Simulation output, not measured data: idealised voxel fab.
Name of the process module below: voxel ribs on slabs
Cross-sectional view cut (width: 195 nm; square cell size: 5 nm).
In this document a cross-section is written as a grid of square cells. It is given as a series of bands, listed from the top down, and a band is one or more rows of cells.
Band: top and bottom heights (nm) first, top before bottom; then materials from left to right, widths in nm. "all across" marks a sole material filling the band edge to edge. "air" denotes empty space.
Height datum 0, below which the as-received substrate wafer is one material. Lowest band open at the bottom, running downward: "0 and below".
Width "30 to 40": first value at the band's top row of cells, second value at its bottom row, equal change from row to row.
For the purposes of this document, the phrase "no change" attached to a step denotes that no cell within the cross-section was modified by that step.
"Enclosed internal voids" lists enclosed empty spaces (at least 8 cells, no open path upward to the top), each as width x height at distance from the left edge, in nm.
That trailing text on a step's line, after the settings, is the simulator's own remark on the step.
A step's line can hold "overlay nm"; with a mask on that step, the setting says how far right of the planned place the mask lay, while a negative setting says it lay to the left.
[So here's the lineup of process steps we planned]
1) RECEIVE with material Si
2) DIRECTIONAL_DEP with material SiO2, thk nm 25
3) DIRECTIONAL_DEP with material SiN, thk nm 20
4) PATTERN with tone cover, mask id RIB, material resist, width nm 25, thk nm 15, overlay nm 0
5) DIRECTIONAL_ETCH with etch materials SiN, depth nm 5
6) STRIP with etch materials resist
7) MASKED_ETCH with tone cover, mask id SLAB, width nm 85, etch materials SiN, depth nm 5, overlay nm 0
8) FILL_DEP with material SiO2, thk nm 20
9) CMP with height nm 60
10) DIRECTIONAL_DEP with material W, thk nm 10
11) DIRECTIONAL_DEP with material aC, thk nm 10
12) PATTERN with tone cover, mask id HEATER, material resist, width nm 35, thk nm 30, overlay nm 0
13) DIRECTIONAL_ETCH with etch materials aC, depth nm 10
14) STRIP with etch materials resist
15) DIRECTIONAL_ETCH with etch materials W, depth nm 10
16) STRIP with etch materials aC
17) CONFORMAL_DEP with material SiO2, thk nm 10
Split variable: depth nm, step 7. Plan value = first wafer. Wafers start alike.
[So this is the first of several wafers, cross-sectioned as it came to us, meaning it's at the end of step 1]
	0 and below | Si all across
	Enclosed internal voids: none
[Below, a row for every wafer. Read it as the end-of-module picture: for each material the wafer shows its cells gained (+) or lost (-) since it was received, and then its closed voids]
depth nm 5, +100 SiN, +454 SiO2, +14 W, Enclosed internal voids: none
depth nm 10, +78 SiN, +476 SiO2, +14 W, Enclosed internal voids: none
depth nm 15, +56 SiN, +498 SiO2, +14 W, Enclosed internal voids: none
depth nm 20, +56 SiN, +498 SiO2, +14 W, Enclosed internal voids: none
depth nm 25, +56 SiN, +498 SiO2, +14 W, Enclosed internal voids: none
depth nm 30, +56 SiN, +498 SiO2, +14 W, Enclosed internal voids: none
